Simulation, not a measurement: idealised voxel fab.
process module | voxel fin reveal
cross-section cut | 295 nm wide | cells 5 nm
A cross-section is a grid of square cells, given in bands from the top down. A band is one or more rows of cells.
Each band's line starts with the height of the band's top and of its bottom, in nm. Then come its materials from left to right, each with its width in nm. One material with "throughout" fills the band from edge to edge. "air" is empty space.
Height 0 is the level under which the wafer as received is all one material. The lowest band goes on downwards, as in "0 down".
A width such as "30 to 40" changes by the same amount from each row of cells to the next, from the band's top row to its bottom row.
"no change" after a step means that no cell of the cross-section changed.
closed voids: empty space of 8 cells or more with no open way to the top, each as width x height at its distance from the left edge, in nm
after a step's settings: what the simulator itself notes on the step
overlay nm, on a step with a mask: how far to the right of its planned place the mask lay; to the left if negative
plan
1 op RECEIVE | material Si
2 op CONFORMAL_DEP | material SiN | thk nm 10
3 op MASKED_ETCH | tone cover | mask id FINS | width nm 15 | pitch nm 40 | etch materials SiN | depth nm 10 | overlay nm 0
4 op MASKED_ETCH | tone cover | mask id FINS | width nm 15 | pitch nm 40 | etch materials Si | depth nm 30 | overlay nm 0
5 op FILL_DEP | material SiO2 | thk nm 5
6 op CMP | height nm 10
7 op SELECTIVE_ETCH | etch materials SiO2 | depth nm 30
8 op STRIP | etch materials SiN
9 op CONFORMAL_DEP | material HfO2 | thk nm 5
as received, after step 1
  0 down: Si throughout
  closed voids: none
a wafer at the end: this start, this plan, one mistake
  5 to 0: air 95 | HfO2 25 | air 15 | HfO2 25 | air 15 | HfO2 25 | air 95
  0 to -15: air 95 | HfO2 5 | Si 15 | HfO2 5 | air 15 | HfO2 5 | Si 15 | HfO2 5 | air 15 | HfO2 5 | Si 15 | HfO2 5 | air 95
  -15 to -20: HfO2 100 | Si 15 | HfO2 25 | Si 15 | HfO2 25 | Si 15 | HfO2 100
  -20 to -25: SiO2 100 | Si 15 | SiO2 25 | Si 15 | SiO2 25 | Si 15 | SiO2 100
  -25 down: Si throughout
  closed voids: none
what went wrong: step 4 ran as: op MASKED_ETCH | tone cover | mask id FINS | width nm 15 | pitch nm 40 | etch materials Si | depth nm 25 | overlay nm 0
